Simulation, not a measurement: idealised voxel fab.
process module | voxel trench capacitor
cross-section cut | 150 nm wide | cells 5 nm
A cross-section is a grid of square cells, given in bands from the top down. A band is one or more rows of cells.
Each band's line starts with the height of the band's top and of its bottom, in nm. Then come its materials from left to right, each with its width in nm. One material with "throughout" fills the band from edge to edge. "air" is empty space.
Height 0 is the level under which the wafer as received is all one material. The lowest band goes on downwards, as in "0 down".
A width such as "30 to 40" changes by the same amount from each row of cells to the next, from the band's top row to its bottom row.
"no change" after a step means that no cell of the cross-section changed.
closed voids: empty space of 8 cells or more with no open way to the top, each as width x height at its distance from the left edge, in nm
after a step's settings: what the simulator itself notes on the step
overlay nm, on a step with a mask: how far to the right of its planned place the mask lay; to the left if negative
plan
1 op RECEIVE | material Si
2 op CONFORMAL_DEP | material SiN | thk nm 5
3 op PATTERN | tone open | mask id TRENCH | material resist | width nm 20 | pitch nm 40 | thk nm 15 | overlay nm -10
4 op DIRECTIONAL_ETCH | etch materials SiN | depth nm 5
5 op DIRECTIONAL_ETCH | etch materials Si | depth nm 35
6 op STRIP | etch materials resist
7 op CONFORMAL_DEP | material SiO2 | thk nm 5
8 op FILL_DEP | material polySi | thk nm 5
9 op CMP | height nm 5
varied across the wafers: overlay nm of step 3. The plan shows the first wafer's value. All wafers start alike
first wafer as received, after step 1
  0 down: Si throughout
  closed voids: none
each wafer at the end: cells of each material gained (+) or lost (-) since it was received, then its closed voids
overlay nm -10 | -84 Si | +18 SiN | +54 SiO2 | +42 polySi | closed voids: none
overlay nm -5 | -84 Si | +18 SiN | +54 SiO2 | +42 polySi | closed voids: none
overlay nm 0 | -84 Si | +18 SiN | +54 SiO2 | +42 polySi | closed voids: none
overlay nm 5 | -84 Si | +18 SiN | +54 SiO2 | +42 polySi | closed voids: none
overlay nm 10 | -84 Si | +18 SiN | +54 SiO2 | +42 polySi | closed voids: none
